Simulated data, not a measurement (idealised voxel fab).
This is a process module. Its name is voxel gate over fins.
This is section cut - it's 185 nm across, gridded in 5 nm square cells.
Cross-section layout: square cells on a grid; listed as bands, top to bottom; a band spans one or more cell rows. Basically the band line says how high the top is and how high the bottom is, in nm, and then what's in it from left to right, every material with its width in nm. Empty space shows up as "empty", and if a single material carries "throughout" it runs the full band edge to edge. Counting heights begins at 0, where everything beneath is, in the wafer as received, one material. The lowest band has no bottom; it goes on downwards, as "0 and below" shows. Quick explanation for "30->40": the width changes in equal steps down the rows of cells, from the first number in the band's top row to the second number in its bottom row. "stayed the same", as given for a step, is the statement that not any cell of the cross-section underwent a change during that step. "Completely enclosed voids" lists enclosed empty spaces (at least 8 cells, no open path upward to the top), each as width x height at distance from the left edge, in nm. Text after the settings on a step's line: the simulator's own remark on that step. Steps that use a mask can have "overlay nm" on their line. It says how far the mask sat to the right of where it was meant to be. Negative means to the left.

Listed below are the process steps as planned
| 1 | RECEIVE: material Si |
| 2 | CONFORMAL_DEP: material SiN, thk nm 10 |
| 3 | PATTERN: tone cover, mask id FINS, material resist, width nm 15, pitch nm 40, thk nm 20, overlay nm 0 |
| 4 | DIRECTIONAL_ETCH: etch materials SiN, depth nm 10 |
| 5 | DIRECTIONAL_ETCH: etch materials Si, depth nm 35 |
| 6 | STRIP: etch materials resist |
| 7 | FILL_DEP: material SiO2, thk nm 5 |
| 8 | CMP: height nm 10 |
| 9 | SELECTIVE_ETCH: etch materials SiO2, depth nm 25 |
| 10 | STRIP: etch materials SiN |
| 11 | CONFORMAL_DEP: material HfO2, thk nm 5 |
| 12 | CONFORMAL_DEP: material TiN, thk nm 5 |
| 13 | CONFORMAL_DEP: material TiAl, thk nm 5 |
| 14 | CONFORMAL_DEP: material TiN, thk nm 5 |
| 15 | FILL_DEP: material W, thk nm 15 |
| 16 | CMP: height nm 30 |
| 17 | CONFORMAL_DEP: material SiCN, thk nm 5 |

As-received wafer cross-section (after step 1)
    0 and below | Si throughout
    Completely enclosed voids: none

One mistake in running the module, otherwise start and plan as above: cross-section at the end
    35 down to 30 | SiCN throughout
    30 down to 20 | W throughout
    20 down to 15 | W: 20 / TiN: 145 / W: 20
    15 down to 10 | W: 20 / TiN: 5 / TiAl: 135 / TiN: 5 / W: 20
    10 down to 5 | W: 20 / TiN: 5 / TiAl: 5 / TiN: 125 / TiAl: 5 / TiN: 5 / W: 20
    5 down to 0 | TiN: 25 / TiAl: 5 / TiN: 5 / HfO2: 35 / TiN: 5 / HfO2: 35 / TiN: 5 / HfO2: 35 / TiN: 5 / TiAl: 5 / TiN: 25
    0 down to -5 | TiAl: 30 / TiN: 5 / HfO2: 5 / Si: 25 / HfO2: 5 / TiN: 5 / HfO2: 5 / Si: 25 / HfO2: 5 / TiN: 5 / HfO2: 5 / Si: 25 / HfO2: 5 / TiN: 5 / TiAl: 30
    -5 down to -10 | TiN: 35 / HfO2: 5 / Si: 25 / HfO2: 5 / TiN: 5 / HfO2: 5 / Si: 25 / HfO2: 5 / TiN: 5 / HfO2: 5 / Si: 25 / HfO2: 5 / TiN: 35
    -10 down to -15 | HfO2: 40 / Si: 25 / HfO2: 15 / Si: 25 / HfO2: 15 / Si: 25 / HfO2: 40
    -15 down to -35 | SiO2: 40 / Si: 25 / SiO2: 15 / Si: 25 / SiO2: 15 / Si: 25 / SiO2: 40
    -35 and below | Si throughout
    Completely enclosed voids: none
In executing the process, a mistake was made relative to the plan: heads up, step 3 didn't go per plan, it actually ran as PATTERN: tone cover, mask id FINS, material resist, width nm 25, pitch nm 40, thk nm 20, overlay nm 0
